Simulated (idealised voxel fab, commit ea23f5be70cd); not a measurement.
Process module name: voxel tone inversion
Displayed cross-section: cut, width of 250 nm, square cells sized 5 nm.
Cross-section = grid of square cells, listed top down in bands; band = one or more rows.
Read a band's entry like this: the first values are the height of its top and the height of its bottom in nm, and what follows is the sequence of materials from left to right, each with its width in nm. Note that "blank" is empty space, and that a single material marked "edge to edge" reaches across the band from edge to edge.
Note: height 0 marks the level under which the wafer is uniformly one material as received. Lowest band unbounded below, written "top 0, no bottom".
The notation "30 to 40" denotes a width that varies across the rows of cells in the band, beginning at the first number in the top row, finishing at the second number in the bottom row, and changing by an identical amount from each row to the next.
When a step is marked "no modifications", none of the cells in the cross-section changed during that step.
Reported under the label "Enclosed cavities" are the empty spaces having no open way to the top and comprising 8 cells or more; the notation for each is width x height at distance, in which the distance is measured from the left edge and all three values are in nm.
Step line, after settings: the simulator's comment on this step.
The setting "overlay nm" may be written on the line of a step. When the step uses a mask, the value reports how far to the right of the planned place the mask lay, and a negative value reports that it lay to the left.
### The following list gives the planned process steps
- 1: RECEIVE | material Si
- 2: CONFORMAL_DEP | material SiCN | thk nm 5
- 3: DIRECTIONAL_DEP | material polySi | thk nm 20
- 4: PATTERN | tone cover | mask id POSTS | material resist | width nm 25 | pitch nm 50 | thk nm 25 | overlay nm 0
- 5: DIRECTIONAL_ETCH | etch materials polySi | depth nm 20
- 6: STRIP | etch materials resist
- 7: FILL_DEP | material lowk | thk nm 5
- 8: CMP | height nm 25
- 9: STRIP | etch materials polySi
- 10: CONFORMAL_DEP | material TiN | thk nm 5
- 11: FILL_DEP | material Ru | thk nm 5
- 12: CMP | height nm 25
- 13: CONFORMAL_DEP | material SiCN | thk nm 5
### Wafer, first of two, run as planned
### As received (post step 1): cross-section
    top 0, no bottom  Si edge to edge
    Enclosed cavities: none
### Step 2 complete: cross-section through the wafer
    top 5, bottom 0  SiCN edge to edge
    For the remainder of the cross-section, below 0, there is no change.
### Step 3 complete: cross-section through the wafer
    top 25, bottom 5  polySi edge to edge
    For the remainder of the cross-section, below 5, there is no change.
### Step 4 complete: cross-section through the wafer
    top 50, bottom 25  blank 85 nm  resist 25 nm  blank 25 nm  resist 25 nm  blank 90 nm
    For the remainder of the cross-section, below 25, there is no change.
### Step 5 complete: cross-section through the wafer
    top 50, bottom 25  blank 85 nm  resist 25 nm  blank 25 nm  resist 25 nm  blank 90 nm
    top 25, bottom 5  blank 85 nm  polySi 25 nm  blank 25 nm  polySi 25 nm  blank 90 nm
    For the remainder of the cross-section, below 5, there is no change.
### Step 6 complete: cross-section through the wafer
    top 25, bottom 5  blank 85 nm  polySi 25 nm  blank 25 nm  polySi 25 nm  blank 90 nm
    For the remainder of the cross-section, below 5, there is no change.
### Step 7 complete: cross-section through the wafer
    top 30, bottom 25  lowk edge to edge
    top 25, bottom 5  lowk 85 nm  polySi 25 nm  lowk 25 nm  polySi 25 nm  lowk 90 nm
    For the remainder of the cross-section, below 5, there is no change.
### Step 8 complete: cross-section through the wafer
    top 25, bottom 5  lowk 85 nm  polySi 25 nm  lowk 25 nm  polySi 25 nm  lowk 90 nm
    For the remainder of the cross-section, below 5, there is no change.
### Step 9 complete: cross-section through the wafer
    top 25, bottom 5  lowk 85 nm  blank 25 nm  lowk 25 nm  blank 25 nm  lowk 90 nm
    For the remainder of the cross-section, below 5, there is no change.
### Step 10 complete: cross-section through the wafer
    top 30, bottom 25  TiN 90 nm  blank 15 nm  TiN 35 nm  blank 15 nm  TiN 95 nm
    top 25, bottom 10  lowk 85 nm  TiN 5 nm  blank 15 nm  TiN 5 nm  lowk 25 nm  TiN 5 nm  blank 15 nm  TiN 5 nm  lowk 90 nm
    top 10, bottom 5  lowk 85 nm  TiN 25 nm  lowk 25 nm  TiN 25 nm  lowk 90 nm
    For the remainder of the cross-section, below 5, there is no change.
### Step 11 complete: cross-section through the wafer
    top 35, bottom 30  Ru edge to edge
    top 30, bottom 25  TiN 90 nm  Ru 15 nm  TiN 35 nm  Ru 15 nm  TiN 95 nm
    top 25, bottom 10  lowk 85 nm  TiN 5 nm  Ru 15 nm  TiN 5 nm  lowk 25 nm  TiN 5 nm  Ru 15 nm  TiN 5 nm  lowk 90 nm
    For the remainder of the cross-section, below 10, there is no change.
### Step 12 complete: cross-section through the wafer
    top 25, bottom 10  lowk 85 nm  TiN 5 nm  Ru 15 nm  TiN 5 nm  lowk 25 nm  TiN 5 nm  Ru 15 nm  TiN 5 nm  lowk 90 nm
    For the remainder of the cross-section, below 10, there is no change.
### Step 13 complete: cross-section through the wafer
    top 30, bottom 25  SiCN edge to edge
    For the remainder of the cross-section, below 25, there is no change.
### Second wafer. Start and plan as for the first. One mistake made in running. Agrees with the first up to and including step 5
### Cross-section, second wafer, at the end time the plan gives for step 6
    top 25, bottom 5  blank 85 nm  polySi 25 nm  blank 25 nm  polySi 25 nm  blank 90 nm
    For the remainder of the cross-section, below 5, there is no change.
### Cross-section, second wafer, at the end time the plan gives for step 7
    top 30, bottom 25  lowk edge to edge
    top 25, bottom 5  lowk 85 nm  polySi 25 nm  lowk 25 nm  polySi 25 nm  lowk 90 nm
    For the remainder of the cross-section, below 5, there is no change.
### Cross-section, second wafer, at the end time the plan gives for step 8
    top 25, bottom 5  lowk 85 nm  polySi 25 nm  lowk 25 nm  polySi 25 nm  lowk 90 nm
    For the remainder of the cross-section, below 5, there is no change.
### Cross-section, second wafer, at the end time the plan gives for step 9
    top 25, bottom 5  lowk 85 nm  blank 25 nm  lowk 25 nm  blank 25 nm  lowk 90 nm
    For the remainder of the cross-section, below 5, there is no change.
### Cross-section, second wafer, at the end time the plan gives for step 10
    top 30, bottom 25  TiN 90 nm  blank 15 nm  TiN 35 nm  blank 15 nm  TiN 95 nm
    top 25, bottom 10  lowk 85 nm  TiN 5 nm  blank 15 nm  TiN 5 nm  lowk 25 nm  TiN 5 nm  blank 15 nm  TiN 5 nm  lowk 90 nm
    top 10, bottom 5  lowk 85 nm  TiN 25 nm  lowk 25 nm  TiN 25 nm  lowk 90 nm
    For the remainder of the cross-section, below 5, there is no change.
### Cross-section, second wafer, at the end time the plan gives for step 11
    top 35, bottom 30  Ru edge to edge
    top 30, bottom 25  TiN 90 nm  Ru 15 nm  TiN 35 nm  Ru 15 nm  TiN 95 nm
    top 25, bottom 10  lowk 85 nm  TiN 5 nm  Ru 15 nm  TiN 5 nm  lowk 25 nm  TiN 5 nm  Ru 15 nm  TiN 5 nm  lowk 90 nm
    For the remainder of the cross-section, below 10, there is no change.
### Cross-section, second wafer, at the end time the plan gives for step 12
    top 25, bottom 10  lowk 85 nm  TiN 5 nm  Ru 15 nm  TiN 5 nm  lowk 25 nm  TiN 5 nm  Ru 15 nm  TiN 5 nm  lowk 90 nm
    For the remainder of the cross-section, below 10, there is no change.
### Cross-section, second wafer, at the end time the plan gives for step 13
    top 30, bottom 25  SiCN edge to edge
    For the remainder of the cross-section, below 25, there is no change.
Want to know what went wrong? the plan had its step 6 run twice
The two wafers come out with the same cross-section, meaning that, for this model, the mistake has no consequence in the computed result.
